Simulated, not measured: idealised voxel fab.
Title: Process Module voxel released beams
Section shown: cut. Width: 205 nm. Cell size: 5 nm, square.
Cross-section layout: square cells on a grid; listed as bands, top to bottom; a band spans one or more cell rows. A band entry consists of two parts. The first gives the height of the band's top and the height of its bottom, in nm. The rest lists the band's materials from left to right, each with its width in nm. A single material labelled with the word "all across" fills the band from edge to edge, and the word "air" marks empty space. Height datum 0, below which the as-received substrate wafer is one material. Lowest band open at the bottom, running downward: "0..down". The two numbers in a width such as "30->40" mark its ends across the band: the first belongs to the top row of cells, the second to the bottom row, and from each row to the next the width moves by the same amount. "everything unchanged" (step): cross-section cells unchanged, all of them. Entry "Trapped cavities" = empty spaces >= 8 cells with no open way to the top; each as width x height at distance, distance from left edge, all nm. Post-settings text on a step line: simulator's own remark regarding the step. What "overlay nm" on a step's line means: if the step has a mask, that mask lay this far to the right of its planned place, or, when the value is negative, to the left.
-- List of planned process steps
step 1: RECEIVE (material Si)
step 2: CONFORMAL_DEP (material SiN; thk nm 10)
step 3: DIRECTIONAL_DEP (material SiO2; thk nm 15)
step 4: MASKED_ETCH (tone open; mask id ANCHOR; width nm 45; etch materials SiO2; depth nm 15; overlay nm 0)
step 5: CONFORMAL_DEP (material TiN; thk nm 15)
step 6: MASKED_ETCH (tone cover; mask id BEAM; width nm 95; etch materials TiN; depth nm 15; overlay nm 0)
step 7: STRIP (etch materials SiO2)
-- So this is the incoming wafer in cross-section - it's already been through step 1
- 0..down = Si all across
- Trapped cavities: none
-- Post-module cross-section of the first of two wafers (run per plan)
- 40..25 = air (50); TiN (20); air (15); TiN (60); air (60)
- 25..10 = air (55); TiN (45); air (105)
- 10..0 = SiN all across
- 0..down = Si all across
- Trapped cavities: none
-- Cross-sectional view: second of two wafers, end of module; start and plan identical to the first, one mistake in running
- 40..25 = air (50); TiN (15); air (15); TiN (65); air (60)
- 25..10 = air (50); TiN (45); air (110)
- 10..0 = SiN all across
- 0..down = Si all across
- Trapped cavities: none
Here's what went sideways: step 4 ran with different settings than intended, the actual operation and settings being MASKED_ETCH (tone open; mask id ANCHOR; width nm 45; etch materials SiO2; depth nm 15; overlay nm -5)
Both wafers, final: cells per material equal; arrangement not.
